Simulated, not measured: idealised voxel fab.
The following process module bears the name voxel wiring stack.
Square cell edge 5 nm, section width 195 nm, ID cut.
Bands, listed from the top down, are how a cross-section gets written in this document; the cross-section itself is a grid of square cells, and a band is one or more rows of them. First you get the band's top height and its bottom height, in nm, and then the materials it's made of, left to right, with each width in nm. If you see a single material with "full width", that one covers the band edge to edge. "empty" is empty space. We count height from 0. Below that, the starting wafer is all one material. The lowest band never ends at the bottom but goes on down; see "z 0 and below" for how that is written. Read "30->40" as a graded width: first number on top, second number at the bottom, same change between each pair of neighbouring rows. "remains unaltered" means the step left every cell of the cross-section as it was. "Unvented voids": empty spaces of 8 cells or more with no open way to the top, each given as width x height at distance, distance from the left edge, all in nm. Read whatever lies past the settings on a step's line as the simulator's own remark about the step. overlay nm: mask right of planned place by this much (step with mask). Neg. = left.
# Process steps (planned)
- 1: RECEIVE: material Si
- 2: CONFORMAL_DEP: material SiO2, thk nm 15
- 3: DIRECTIONAL_DEP: material TiN, thk nm 5
- 4: DIRECTIONAL_DEP: material W, thk nm 15
- 5: MASKED_ETCH: tone cover, mask id METAL_1, width nm 30, pitch nm 50, etch materials W, depth nm 15, overlay nm 0
- 6: MASKED_ETCH: tone cover, mask id METAL_1, width nm 30, pitch nm 50, etch materials TiN, depth nm 5, overlay nm 0
- 7: CONFORMAL_DEP: material SiN, thk nm 5
- 8: FILL_DEP: material SiO2, thk nm 5
- 9: CMP: height nm 35
- 10: CONFORMAL_DEP: material SiCN, thk nm 5
- 11: DIRECTIONAL_DEP: material SiO2, thk nm 10
- 12: MASKED_ETCH: tone open, mask id PLUG_1, width nm 15, pitch nm 50, etch materials SiO2, depth nm 10, overlay nm 0
- 13: MASKED_ETCH: tone open, mask id PLUG_1, width nm 15, pitch nm 50, etch materials SiCN, depth nm 5, overlay nm 0
- 14: EPI: material Ru, thk nm 10
- 15: EPI: material Ru, thk nm 5
- 16: CONFORMAL_DEP: material SiN, thk nm 5
- 17: DIRECTIONAL_DEP: material lowk, thk nm 20
- 18: DIRECTIONAL_DEP: material aC, thk nm 15
- 19: PATTERN: tone open, mask id METAL_2, material resist, width nm 30, pitch nm 50, thk nm 35, overlay nm 0
- 20: DIRECTIONAL_ETCH: etch materials aC, depth nm 15
- 21: STRIP: etch materials resist
- 22: DIRECTIONAL_ETCH: etch materials lowk, depth nm 20
- 23: DIRECTIONAL_ETCH: etch materials SiN, depth nm 5
- 24: STRIP: etch materials aC
- 25: CONFORMAL_DEP: material TiN, thk nm 5
- 26: FILL_DEP: material Cu, thk nm 10
- 27: CMP: height nm 75
- 28: EPI: material Ru, thk nm 5
- 29: FILL_DEP: material SiCN, thk nm 5
# First of two wafers, with the run carried out as planned
# Cross-section, incoming material, after step 1
> z 0 and below | Si full width
> Unvented voids: none
# Cross-section of the wafer after step 2
> z 15 to 0 | SiO2 full width
> Below a height of 0, the structure has not been altered.
# Cross-section of the wafer after step 3
> z 20 to 15 | TiN full width
> Below a height of 15, the structure has not been altered.
# Cross-section of the wafer after step 4
> z 35 to 20 | W full width
> Below a height of 20, the structure has not been altered.
# Cross-section of the wafer after step 5
> z 35 to 20 | empty: 30  W: 30  empty: 20  W: 30  empty: 20  W: 30  empty: 35
> Below a height of 20, the structure has not been altered.
# Cross-section of the wafer after step 6
> z 35 to 20 | empty: 30  W: 30  empty: 20  W: 30  empty: 20  W: 30  empty: 35
> z 20 to 15 | empty: 30  TiN: 30  empty: 20  TiN: 30  empty: 20  TiN: 30  empty: 35
> Below a height of 15, the structure has not been altered.
# Cross-section of the wafer after step 7
> z 40 to 35 | empty: 25  SiN: 40  empty: 10  SiN: 40  empty: 10  SiN: 40  empty: 30
> z 35 to 20 | empty: 25  SiN: 5  W: 30  SiN: 5  empty: 10  SiN: 5  W: 30  SiN: 5  empty: 10  SiN: 5  W: 30  SiN: 5  empty: 30
> z 20 to 15 | SiN: 30  TiN: 30  SiN: 20  TiN: 30  SiN: 20  TiN: 30  SiN: 35
> Below a height of 15, the structure has not been altered.
# Cross-section of the wafer after step 8
> z 45 to 40 | SiO2 full width
> z 40 to 35 | SiO2: 25  SiN: 40  SiO2: 10  SiN: 40  SiO2: 10  SiN: 40  SiO2: 30
> z 35 to 20 | SiO2: 25  SiN: 5  W: 30  SiN: 5  SiO2: 10  SiN: 5  W: 30  SiN: 5  SiO2: 10  SiN: 5  W: 30  SiN: 5  SiO2: 30
> Below a height of 20, the structure has not been altered.
# Cross-section of the wafer after step 9
> z 35 to 20 | SiO2: 25  SiN: 5  W: 30  SiN: 5  SiO2: 10  SiN: 5  W: 30  SiN: 5  SiO2: 10  SiN: 5  W: 30  SiN: 5  SiO2: 30
> Below a height of 20, the structure has not been altered.
# Cross-section of the wafer after step 10
> z 40 to 35 | SiCN full width
> Below a height of 35, the structure has not been altered.
# Cross-section of the wafer after step 11
> z 50 to 40 | SiO2 full width
> Below a height of 40, the structure has not been altered.
# Cross-section of the wafer after step 12
> z 50 to 40 | SiO2: 30  empty: 15  SiO2: 35  empty: 15  SiO2: 35  empty: 15  SiO2: 50
> Below a height of 40, the structure has not been altered.
# Cross-section of the wafer after step 13
> z 50 to 40 | SiO2: 30  empty: 15  SiO2: 35  empty: 15  SiO2: 35  empty: 15  SiO2: 50
> z 40 to 35 | SiCN: 30  empty: 15  SiCN: 35  empty: 15  SiCN: 35  empty: 15  SiCN: 50
> Below a height of 35, the structure has not been altered.
# Cross-section of the wafer after step 14
> z 50 to 45 | SiO2: 30  empty: 15  SiO2: 35  empty: 15  SiO2: 35  empty: 15  SiO2: 50
> z 45 to 40 | SiO2: 30  Ru: 15  SiO2: 35  Ru: 15  SiO2: 35  Ru: 15  SiO2: 50
> z 40 to 35 | SiCN: 30  Ru: 15  SiCN: 35  Ru: 15  SiCN: 35  Ru: 15  SiCN: 50
> Below a height of 35, the structure has not been altered.
# Cross-section of the wafer after step 15
> z 50 to 40 | SiO2: 30  Ru: 15  SiO2: 35  Ru: 15  SiO2: 35  Ru: 15  SiO2: 50
> Below a height of 40, the structure has not been altered.
# Cross-section of the wafer after step 16
> z 55 to 50 | SiN full width
> Below a height of 50, the structure has not been altered.
# Cross-section of the wafer after step 17
> z 75 to 55 | lowk full width
> Below a height of 55, the structure has not been altered.
# Cross-section of the wafer after step 18
> z 90 to 75 | aC full width
> Below a height of 75, the structure has not been altered.
# Cross-section of the wafer after step 19
> z 125 to 90 | resist: 30  empty: 30  resist: 20  empty: 30  resist: 20  empty: 30  resist: 35
> Below a height of 90, the structure has not been altered.
# Cross-section of the wafer after step 20
> z 110 to 90 | resist: 30  empty: 30  resist: 20  empty: 30  resist: 20  empty: 30  resist: 35
> z 90 to 75 | aC: 30  empty: 30  aC: 20  empty: 30  aC: 20  empty: 30  aC: 35
> Below a height of 75, the structure has not been altered.
# Cross-section of the wafer after step 21
> z 90 to 75 | aC: 30  empty: 30  aC: 20  empty: 30  aC: 20  empty: 30  aC: 35
> Below a height of 75, the structure has not been altered.
# Cross-section of the wafer after step 22
> z 90 to 75 | aC: 30  empty: 30  aC: 20  empty: 30  aC: 20  empty: 30  aC: 35
> z 75 to 55 | lowk: 30  empty: 30  lowk: 20  empty: 30  lowk: 20  empty: 30  lowk: 35
> Below a height of 55, the structure has not been altered.
# Cross-section of the wafer after step 23
> z 90 to 75 | aC: 30  empty: 30  aC: 20  empty: 30  aC: 20  empty: 30  aC: 35
> z 75 to 55 | lowk: 30  empty: 30  lowk: 20  empty: 30  lowk: 20  empty: 30  lowk: 35
> z 55 to 50 | SiN: 30  empty: 30  SiN: 20  empty: 30  SiN: 20  empty: 30  SiN: 35
> Below a height of 50, the structure has not been altered.
# Cross-section of the wafer after step 24
> z 75 to 55 | lowk: 30  empty: 30  lowk: 20  empty: 30  lowk: 20  empty: 30  lowk: 35
> Below a height of 55, the structure has not been altered.
# Cross-section of the wafer after step 25
> z 80 to 75 | TiN: 35  empty: 20  TiN: 30  empty: 20  TiN: 30  empty: 20  TiN: 40
> z 75 to 55 | lowk: 30  TiN: 5  empty: 20  TiN: 5  lowk: 20  TiN: 5  empty: 20  TiN: 5  lowk: 20  TiN: 5  empty: 20  TiN: 5  lowk: 35
> z 55 to 50 | SiN: 30  TiN: 30  SiN: 20  TiN: 30  SiN: 20  TiN: 30  SiN: 35
> Below a height of 50, the structure has not been altered.
# Cross-section of the wafer after step 26
> z 90 to 80 | Cu full width
> z 80 to 75 | TiN: 35  Cu: 20  TiN: 30  Cu: 20  TiN: 30  Cu: 20  TiN: 40
> z 75 to 55 | lowk: 30  TiN: 5  Cu: 20  TiN: 5  lowk: 20  TiN: 5  Cu: 20  TiN: 5  lowk: 20  TiN: 5  Cu: 20  TiN: 5  lowk: 35
> Below a height of 55, the structure has not been altered.
# Cross-section of the wafer after step 27
> z 75 to 55 | lowk: 30  TiN: 5  Cu: 20  TiN: 5  lowk: 20  TiN: 5  Cu: 20  TiN: 5  lowk: 20  TiN: 5  Cu: 20  TiN: 5  lowk: 35
> Below a height of 55, the structure has not been altered.
# Cross-section of the wafer after step 28
> z 80 to 75 | empty: 25  Ru: 40  empty: 10  Ru: 40  empty: 10  Ru: 40  empty: 30
> Below a height of 75, the structure has not been altered.
# Cross-section of the wafer after step 29
> z 85 to 80 | SiCN full width
> z 80 to 75 | SiCN: 25  Ru: 40  SiCN: 10  Ru: 40  SiCN: 10  Ru: 40  SiCN: 30
> Below a height of 75, the structure has not been altered.
# Regarding the second of the two wafers: it shared the first wafer's starting condition and process plan, yet one error occurred during its execution. Its history coincides with that of the first wafer up to and including step 28
Look at the second wafer in cross-section at the time step 29 ought to have finished: remains unaltered
What broke from the plan during processing? step 29 was left out
Heads up, by the end the second wafer has more or fewer cells of some materials compared to the first: -54 SiCN
